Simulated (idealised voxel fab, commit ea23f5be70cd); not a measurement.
You're looking at the process module voxel capacitor over wiring.
Xsec cut, 165 nm wide, square cell size 5 nm.
Each cross-section below is a grid of square cells, stated as bands in top-down order, with one or more rows of cells making up each band.
Per band: top height and bottom height in nm, followed by the left-to-right materials and their widths in nm; "all across" marks a single material spanning edge to edge, "empty" marks empty space.
Heights are reckoned from 0. Under this level, the received wafer is all of one material. The bottommost band is open-ended downward, for example "0 nm and below".
The two numbers in a width such as "30->40" mark its ends across the band: the first belongs to the top row of cells, the second to the bottom row, and from each row to the next the width moves by the same amount.
Where a step carries "no alterations made", the cross-section came out of it unchanged, cell for cell.
"Entrapped voids" - sealed voids, min. 8 cells, no opening to top; format: width x height at distance (distance from left edge; nm throughout).
Where a step's line continues beyond its settings, the continuation is a remark by the simulator itself on that step.
overlay nm: on a step with a mask, how far right of its planned place the mask lay; negative means left.
### So here's the lineup of process steps we planned
| 1 | RECEIVE (material Si) |
| 2 | CONFORMAL_DEP (material SiO2; thk nm 10) |
| 3 | DIRECTIONAL_DEP (material TiN; thk nm 5) |
| 4 | DIRECTIONAL_DEP (material W; thk nm 15) |
| 5 | MASKED_ETCH (tone cover; mask id METAL_1; width nm 30; pitch nm 95; etch materials W; depth nm 15; overlay nm 0) |
| 6 | MASKED_ETCH (tone cover; mask id METAL_1; width nm 30; pitch nm 95; etch materials TiN; depth nm 5; overlay nm 0) |
| 7 | FILL_DEP (material lowk; thk nm 10) |
| 8 | CMP (height nm 30) |
| 9 | CONFORMAL_DEP (material SiCN; thk nm 5) |
| 10 | DIRECTIONAL_DEP (material SiO2; thk nm 20) |
| 11 | PATTERN (tone open; mask id PLUG_1; material resist; width nm 15; thk nm 15; overlay nm 0) |
| 12 | DIRECTIONAL_ETCH (etch materials SiO2; depth nm 20) |
| 13 | DIRECTIONAL_ETCH (etch materials SiCN; depth nm 5) |
| 14 | STRIP (etch materials resist) |
| 15 | CONFORMAL_DEP (material TiN; thk nm 5) |
| 16 | FILL_DEP (material W; thk nm 5) |
| 17 | CMP (height nm 55) |
| 18 | DIRECTIONAL_DEP (material TiN; thk nm 10) |
| 19 | DIRECTIONAL_DEP (material SiN; thk nm 5) |
| 20 | DIRECTIONAL_DEP (material TiN; thk nm 5) |
| 21 | DIRECTIONAL_DEP (material aC; thk nm 10) |
| 22 | PATTERN (tone cover; mask id UPPER_PLATE; material resist; width nm 70; thk nm 30; overlay nm 0) |
| 23 | DIRECTIONAL_ETCH (etch materials aC; depth nm 10) |
| 24 | STRIP (etch materials resist) |
| 25 | DIRECTIONAL_ETCH (etch materials TiN; depth nm 5) |
| 26 | DIRECTIONAL_ETCH (etch materials SiN; depth nm 5) |
| 27 | STRIP (etch materials aC) |
| 28 | PATTERN (tone cover; mask id LOWER_PLATE; material resist; width nm 80; thk nm 15; overlay nm 0) |
| 29 | DIRECTIONAL_ETCH (etch materials TiN; depth nm 10) |
| 30 | STRIP (etch materials resist) |
| 31 | FILL_DEP (material SiO2; thk nm 20) |
| 32 | CMP (height nm 90) |
| 33 | MASKED_ETCH (tone open; mask id PLUG_2; width nm 15; etch materials SiO2; depth nm 15; overlay nm 0) |
| 34 | CONFORMAL_DEP (material TiN; thk nm 5) |
| 35 | FILL_DEP (material Ru; thk nm 5) |
| 36 | CMP (height nm 90) |
| 37 | CONFORMAL_DEP (material SiN; thk nm 5) |
### As-received state of the wafer in cross-section, equivalent to post-step 1
0 nm and below | Si all across
Entrapped voids: none
### Same starting wafer, same plan as above, one mistake in the execution; this is the cross-section at the end of the module
95 nm to 90 nm | SiN all across
90 nm to 80 nm | SiO2 45 nm, TiN 5 nm, Ru 5 nm, TiN 5 nm, SiO2 105 nm
80 nm to 75 nm | SiO2 45 nm, TiN 15 nm, SiO2 105 nm
75 nm to 70 nm | SiO2 all across
70 nm to 65 nm | SiO2 35 nm, SiN 70 nm, SiO2 60 nm
65 nm to 55 nm | TiN 30 nm, SiO2 5 nm, TiN 70 nm, SiO2 5 nm, TiN 55 nm
55 nm to 35 nm | SiO2 35 nm, TiN 5 nm, W 5 nm, TiN 5 nm, SiO2 115 nm
35 nm to 30 nm | SiCN 35 nm, TiN 15 nm, SiCN 115 nm
30 nm to 15 nm | lowk 20 nm, W 30 nm, lowk 65 nm, W 30 nm, lowk 20 nm
15 nm to 10 nm | lowk 20 nm, TiN 30 nm, lowk 65 nm, TiN 30 nm, lowk 20 nm
10 nm to 0 nm | SiO2 all across
0 nm and below | Si all across
Entrapped voids: none
So what did we get wrong on this run? step 28 deviated from plan and actually ran as PATTERN (tone open; mask id LOWER_PLATE; material resist; width nm 80; thk nm 15; overlay nm 0)
